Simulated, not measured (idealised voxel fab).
The process module that follows is named voxel self aligned contacts.
It is cross-section cut that appears here, measuring 270 nm in width, its square cells being 5 nm in size.
Think of the cross-section as a grid of square cells. We describe it in bands, top to bottom, and each band covers one or more rows of those cells.
Band: top and bottom heights (nm) first, top before bottom; then materials from left to right, widths in nm. "all across" marks a sole material filling the band edge to edge. "empty" denotes empty space.
Heights are measured from 0, the level below which the as-received wafer is all one material; the lowest band has no bottom and continues downward, written as in "0 -> down".
Width "30 to 40": first value at the band's top row of cells, second value at its bottom row, equal change from row to row.
"no change occurred" means the step left every cell of the cross-section as it was.
The list in "Trapped voids" covers empty spaces of 8 cells or more that cannot reach the top through any open way, and it gives each as width x height at distance; the distance is from the left edge, and width, height and distance are in nm.
It should be noted that, on the line of a given step, the content following the step's settings is a remark produced by the simulator itself with respect to that step.
Among the settings permitted on a step's line is "overlay nm"; applied to a step with a mask, it specifies the extent to which the mask lay to the right of its planned position, whereas a negative figure signifies a position to the left.
plan:
1,RECEIVE [material Si]
2,CONFORMAL_DEP [material SiO2] [thk nm 5]
3,DIRECTIONAL_DEP [material polySi] [thk nm 20]
4,DIRECTIONAL_DEP [material SiN] [thk nm 20]
5,DIRECTIONAL_DEP [material aC] [thk nm 15]
6,PATTERN [tone cover] [mask id GATE] [material resist] [width nm 25] [pitch nm 65] [thk nm 30] [overlay nm 0]
7,DIRECTIONAL_ETCH [etch materials aC] [depth nm 15]
8,STRIP [etch materials resist]
9,DIRECTIONAL_ETCH [etch materials SiN] [depth nm 20]
10,DIRECTIONAL_ETCH [etch materials polySi] [depth nm 20]
11,STRIP [etch materials aC]
12,CONFORMAL_DEP [material SiN] [thk nm 10]
13,DIRECTIONAL_ETCH [etch materials SiN] [depth nm 10]
14,FILL_DEP [material SiO2] [thk nm 15]
15,CMP [height nm 55]
16,MASKED_ETCH [tone open] [mask id CONTACT] [width nm 50] [pitch nm 65] [etch materials SiO2] [depth nm 55] [overlay nm 0]
17,CONFORMAL_DEP [material TiN] [thk nm 5]
18,FILL_DEP [material W] [thk nm 5]
19,CMP [height nm 55]
20,CONFORMAL_DEP [material SiCN] [thk nm 5]
Cross-sectional view of the wafer in its as-received condition, corresponding to the state after step 1:
> 0 -> down | Si all across
> Trapped voids: none
As-planned run: cross-section of the first of two wafers at end of module:
> 60 -> 55 | SiCN all across
> 55 -> 45 | SiO2 (75) / TiN (5 to 20) / W (40 to 10) / TiN (5 to 20) / SiO2 (15) / TiN (5 to 20) / W (40 to 10) / TiN (5 to 20) / SiO2 (80)
> 45 -> 25 | SiO2 (45) / SiN (45) / TiN (5) / W (10) / TiN (5) / SiN (45) / TiN (5) / W (10) / TiN (5) / SiN (45) / SiO2 (50)
> 25 -> 5 | SiO2 (45) / SiN (10) / polySi (25) / SiN (10) / TiN (5) / W (10) / TiN (5) / SiN (10) / polySi (25) / SiN (10) / TiN (5) / W (10) / TiN (5) / SiN (10) / polySi (25) / SiN (10) / SiO2 (50)
> 5 -> 0 | SiO2 (90) / TiN (20) / SiO2 (45) / TiN (20) / SiO2 (95)
> 0 -> down | Si all across
> Trapped voids: none
Cross-section of the latter of the two wafers at module completion. It had an identical start and an identical plan to the former; in running it, one mistake was made:
> 60 -> 55 | SiCN all across
> 55 -> 50 | SiO2 (45) / SiN (45) / TiN (5) / W (10) / TiN (5) / SiN (45) / TiN (5) / W (10) / TiN (5) / SiN (45) / SiO2 (50)
> 50 -> 45 | SiO2 (45) / SiN (45) / TiN (20) / SiN (45) / TiN (20) / SiN (45) / SiO2 (50)
> 45 -> 25 | SiN all across
> 25 -> 5 | polySi all across
> 5 -> 0 | SiO2 all across
> 0 -> down | Si all across
> Trapped voids: none
Processing error: plan step 4 was twice executed
Counted in cells at the end, the second wafer holds more or fewer of these materials than the first: SiN +114, SiO2 -174, TiN -48, W -48, polySi +156
